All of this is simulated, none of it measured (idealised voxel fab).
Process module in this document: voxel self aligned vias
It is cross-section cut that appears here, measuring 170 nm in width, its square cells being 5 nm in size.
Bands, listed from the top down, are how a cross-section gets written in this document; the cross-section itself is a grid of square cells, and a band is one or more rows of them. Band entry format. Leading values: height of top, height of bottom, nm. Remainder: materials in left-to-right order, each with its width in nm. Special words: "edge to edge" on a single material, which then fills the band edge to edge; "air", empty space. The level at which height equals 0 is the one under which the wafer, as it arrives, is entirely one material. No lower edge exists for the bottom band, which continues downward and is notated as in "0 -> down". Read "30..40" as a graded width: first number on top, second number at the bottom, same change between each pair of neighbouring rows. "remained unchanged" for a step: no cell of the cross-section changed in that step. Closed-off voids of 8+ cells (no open route to the top) go in "Enclosed internal voids", written width x height at distance from the left edge, in nm. Step line, after settings: the simulator's comment on this step. Steps that use a mask can have "overlay nm" on their line. It says how far the mask sat to the right of where it was meant to be. Negative means to the left.

Steps in the process plan:
1,RECEIVE (material Si)
2,CONFORMAL_DEP (material SiO2; thk nm 15)
3,CONFORMAL_DEP (material SiCN; thk nm 5)
4,DIRECTIONAL_DEP (material lowk; thk nm 30)
5,PATTERN (tone open; mask id LINES; material resist; width nm 25; pitch nm 50; thk nm 20; overlay nm -5)
6,DIRECTIONAL_ETCH (etch materials lowk; depth nm 30)
7,STRIP (etch materials resist)
8,CONFORMAL_DEP (material TiN; thk nm 5)
9,FILL_DEP (material W; thk nm 5)
10,CMP (height nm 50)
11,SELECTIVE_ETCH (etch materials W Ru TiN; depth nm 5)
12,FILL_DEP (material SiN; thk nm 5)
13,CMP (height nm 50)
14,DIRECTIONAL_DEP (material lowk; thk nm 15)
15,MASKED_ETCH (tone open; mask id VIAS; width nm 35; pitch nm 100; etch materials lowk; depth nm 15; overlay nm 0)
16,MASKED_ETCH (tone open; mask id VIAS; width nm 35; pitch nm 100; etch materials SiN; depth nm 5; overlay nm 0)
17,CONFORMAL_DEP (material TiN; thk nm 5)
18,FILL_DEP (material W; thk nm 10)
19,CMP (height nm 65)
20,CONFORMAL_DEP (material SiN; thk nm 5)
The plan's step 5 overlay nm is the first wafer's value; the wafers differ in this setting and start identical.

Step 1 complete: as-received cross-section of the first of several wafers:
  0 -> down = Si edge to edge
  Enclosed internal voids: none

Per wafer (row), end of module: delta in cells per material since receipt, (+) for gained, (-) for lost; closed voids after that:
overlay nm -5, +34 SiCN, +39 SiN, +102 SiO2, +65 TiN, +62 W, +174 lowk, Enclosed internal voids: none
overlay nm 0, +34 SiCN, +39 SiN, +102 SiO2, +65 TiN, +62 W, +174 lowk, Enclosed internal voids: none
overlay nm 5, +34 SiCN, +39 SiN, +102 SiO2, +65 TiN, +62 W, +174 lowk, Enclosed internal voids: none
overlay nm 10, +34 SiCN, +41 SiN, +102 SiO2, +65 TiN, +60 W, +174 lowk, Enclosed internal voids: none
